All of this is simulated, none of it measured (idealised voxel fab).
Module name: voxel ribs on slabs (process module)
Pictured: cross-section cut, 235 nm wide, on a grid of 5 nm square cells.
In this document a cross-section is written as a grid of square cells. It is given as a series of bands, listed from the top down, and a band is one or more rows of cells.
Top height, bottom height, nm. Materials left to right, width each, nm. Single material + "edge to edge" = fills band edge to edge. "air" = empty.
We count height from 0. Below that, the starting wafer is all one material. The lowest band never ends at the bottom but goes on down; see "0 down" for how that is written.
When a width is written as two numbers, as in "30->40", the first number is the width in the top row of cells of the band and the second is the width in its bottom row, and the width changes by the same amount from each row to the next.
When a step is marked "no change", none of the cells in the cross-section changed during that step.
Empty spaces without an open route to the top, at least 8 cells in extent, make up the entry "Fully sealed voids"; each is given as width x height at distance, where the distance is measured from the left edge, and all are in nm.
Anything after a step's settings on that line? It's the simulator's own note about the step.
You can add "overlay nm" to a step's line. For a step with a mask, it describes how far the mask lay to the right of its planned position, and a negative number describes a lay to the left.
-- Steps planned for the process
step 1: RECEIVE: material Si
step 2: DIRECTIONAL_DEP: material SiO2, thk nm 20
step 3: DIRECTIONAL_DEP: material SiN, thk nm 25
step 4: DIRECTIONAL_DEP: material aC, thk nm 15
step 5: PATTERN: tone cover, mask id RIB, material resist, width nm 30, thk nm 35, overlay nm 0
step 6: DIRECTIONAL_ETCH: etch materials aC, depth nm 15
step 7: STRIP: etch materials resist
step 8: DIRECTIONAL_ETCH: etch materials SiN, depth nm 5
step 9: STRIP: etch materials aC
step 10: MASKED_ETCH: tone cover, mask id SLAB, width nm 60, etch materials SiN, depth nm 20, overlay nm 0
step 11: FILL_DEP: material SiO2, thk nm 15
step 12: CMP: height nm 55
step 13: DIRECTIONAL_DEP: material TiN, thk nm 5
step 14: PATTERN: tone cover, mask id HEATER, material resist, width nm 40, thk nm 20, overlay nm -15
step 15: DIRECTIONAL_ETCH: etch materials TiN, depth nm 5
step 16: STRIP: etch materials resist
step 17: CONFORMAL_DEP: material SiN, thk nm 5
The value of overlay nm given for step 14 in the plan refers to the first wafer; the wafers vary in this setting and are alike at the start.
-- First of several wafers (as received, post step 1), cross-sectional view
0 down: Si edge to edge
Fully sealed voids: none
-- Post step 17, the closing step of the module: first of several wafers, cross-sectioned
65 to 60: air: 75; SiN: 50; air: 110
60 to 55: SiN: 80; TiN: 40; SiN: 115
55 to 45: SiO2 edge to edge
45 to 40: SiO2: 100; SiN: 30; SiO2: 105
40 to 20: SiO2: 85; SiN: 60; SiO2: 90
20 to 0: SiO2 edge to edge
0 down: Si edge to edge
Fully sealed voids: none
-- End of module, last wafer sectioned
65 to 60: air: 105; SiN: 50; air: 80
60 to 55: SiN: 110; TiN: 40; SiN: 85
55 to 45: SiO2 edge to edge
45 to 40: SiO2: 100; SiN: 30; SiO2: 105
40 to 20: SiO2: 85; SiN: 60; SiO2: 90
20 to 0: SiO2 edge to edge
0 down: Si edge to edge
Fully sealed voids: none
-- End of module, by wafer: material-by-material cell gain (+) or loss (-) since receipt, then closed voids
overlay nm -15 | +103 SiN | +463 SiO2 | +8 TiN | Fully sealed voids: none
overlay nm -10 | +103 SiN | +463 SiO2 | +8 TiN | Fully sealed voids: none
overlay nm -5 | +103 SiN | +463 SiO2 | +8 TiN | Fully sealed voids: none
overlay nm 0 | +103 SiN | +463 SiO2 | +8 TiN | Fully sealed voids: none
overlay nm 5 | +103 SiN | +463 SiO2 | +8 TiN | Fully sealed voids: none
overlay nm 10 | +103 SiN | +463 SiO2 | +8 TiN | Fully sealed voids: none
overlay nm 15 | +103 SiN | +463 SiO2 | +8 TiN | Fully sealed voids: none
